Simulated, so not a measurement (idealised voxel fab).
process module | voxel self aligned vias
cross-section cut | 295 nm wide | cells 5 nm
A cross-section is a grid of square cells, given in bands from the top down. A band is one or more rows of cells.
Each band's line starts with the height of the band's top and of its bottom, in nm. Then come its materials from left to right, each with its width in nm. One material with "throughout" fills the band from edge to edge. "air" is empty space.
Height 0 is the level under which the wafer as received is all one material. The lowest band goes on downwards, as in "0 down".
A width such as "30 to 40" changes by the same amount from each row of cells to the next, from the band's top row to its bottom row.
"no change" after a step means that no cell of the cross-section changed.
closed voids: empty space of 8 cells or more with no open way to the top, each as width x height at its distance from the left edge, in nm
after a step's settings: what the simulator itself notes on the step
overlay nm, on a step with a mask: how far to the right of its planned place the mask lay; to the left if negative
plan
1 op RECEIVE | material Si
2 op CONFORMAL_DEP | material SiO2 | thk nm 10
3 op CONFORMAL_DEP | material SiCN | thk nm 5
4 op DIRECTIONAL_DEP | material SiO2 | thk nm 30
5 op MASKED_ETCH | tone open | mask id LINES | width nm 15 | pitch nm 65 | etch materials SiO2 | depth nm 30 | overlay nm 0
6 op CONFORMAL_DEP | material TiN | thk nm 5
7 op FILL_DEP | material W | thk nm 10
8 op CMP | height nm 45
9 op SELECTIVE_ETCH | etch materials W Ru TiN | depth nm 10
10 op FILL_DEP | material SiN | thk nm 5
11 op CMP | height nm 45
12 op DIRECTIONAL_DEP | material SiO2 | thk nm 15
13 op PATTERN | tone open | mask id VIAS | material resist | width nm 35 | pitch nm 130 | thk nm 15 | overlay nm 0
14 op DIRECTIONAL_ETCH | etch materials SiO2 | depth nm 15
15 op DIRECTIONAL_ETCH | etch materials SiN | depth nm 10
16 op STRIP | etch materials resist
17 op CONFORMAL_DEP | material TiN | thk nm 5
18 op FILL_DEP | material Ru | thk nm 10
19 op CMP | height nm 60
20 op CONFORMAL_DEP | material SiCN | thk nm 5
varied across the wafers: width nm of step 5. The plan shows the first wafer's value. All wafers start alike
first wafer as received, after step 1
  0 down: Si throughout
  closed voids: none
first wafer at the end, after step 20
  65 to 60: SiCN throughout
  60 to 50: SiO2 65 | TiN 5 | Ru 25 | TiN 5 | SiO2 95 | TiN 5 | Ru 25 | TiN 5 | SiO2 65
  50 to 45: SiO2 65 | TiN 15 | Ru 5 | TiN 15 | SiO2 95 | TiN 15 | Ru 5 | TiN 15 | SiO2 65
  45 to 40: SiO2 75 | TiN 5 | Ru 5 | TiN 5 | SiO2 50 | SiN 15 | SiO2 50 | TiN 5 | Ru 5 | TiN 5 | SiO2 75
  40 to 35: SiO2 75 | TiN 15 | SiO2 50 | SiN 15 | SiO2 50 | TiN 15 | SiO2 75
  35 to 20: SiO2 75 | TiN 5 | W 5 | TiN 5 | SiO2 50 | TiN 5 | W 5 | TiN 5 | SiO2 50 | TiN 5 | W 5 | TiN 5 | SiO2 75
  20 to 15: SiO2 75 | TiN 15 | SiO2 50 | TiN 15 | SiO2 50 | TiN 15 | SiO2 75
  15 to 10: SiCN throughout
  10 to 0: SiO2 throughout
  0 down: Si throughout
  closed voids: none
last wafer at the end
  65 to 60: SiCN throughout
  60 to 45: SiO2 65 | TiN 5 | Ru 25 | TiN 5 | SiO2 95 | TiN 5 | Ru 25 | TiN 5 | SiO2 65
  45 to 40: SiO2 65 | TiN 5 | Ru 25 | TiN 5 | SiN 5 | SiO2 25 | SiN 40 | SiO2 25 | TiN 5 | Ru 25 | TiN 5 | SiN 5 | SiO2 60
  40 to 35: SiO2 65 | TiN 35 | SiN 5 | SiO2 25 | SiN 40 | SiO2 25 | TiN 35 | SiN 5 | SiO2 60
  35 to 20: SiO2 65 | TiN 5 | W 30 | TiN 5 | SiO2 25 | TiN 5 | W 30 | TiN 5 | SiO2 25 | TiN 5 | W 30 | TiN 5 | SiO2 60
  20 to 15: SiO2 65 | TiN 40 | SiO2 25 | TiN 40 | SiO2 25 | TiN 40 | SiO2 60
  15 to 10: SiCN throughout
  10 to 0: SiO2 throughout
  0 down: Si throughout
  closed voids: none
each wafer at the end: cells of each material gained (+) or lost (-) since it was received, then its closed voids
width nm 15 | +24 Ru | +118 SiCN | +6 SiN | +553 SiO2 | +57 TiN | +9 W | closed voids: none
width nm 20 | +28 Ru | +118 SiCN | +8 SiN | +535 SiO2 | +60 TiN | +18 W | closed voids: none
width nm 25 | +32 Ru | +118 SiCN | +10 SiN | +517 SiO2 | +63 TiN | +27 W | closed voids: none
width nm 30 | +36 Ru | +118 SiCN | +12 SiN | +499 SiO2 | +66 TiN | +36 W | closed voids: none
width nm 35 | +40 Ru | +118 SiCN | +14 SiN | +481 SiO2 | +69 TiN | +45 W | closed voids: none
width nm 40 | +40 Ru | +118 SiCN | +20 SiN | +463 SiO2 | +72 TiN | +54 W | closed voids: none
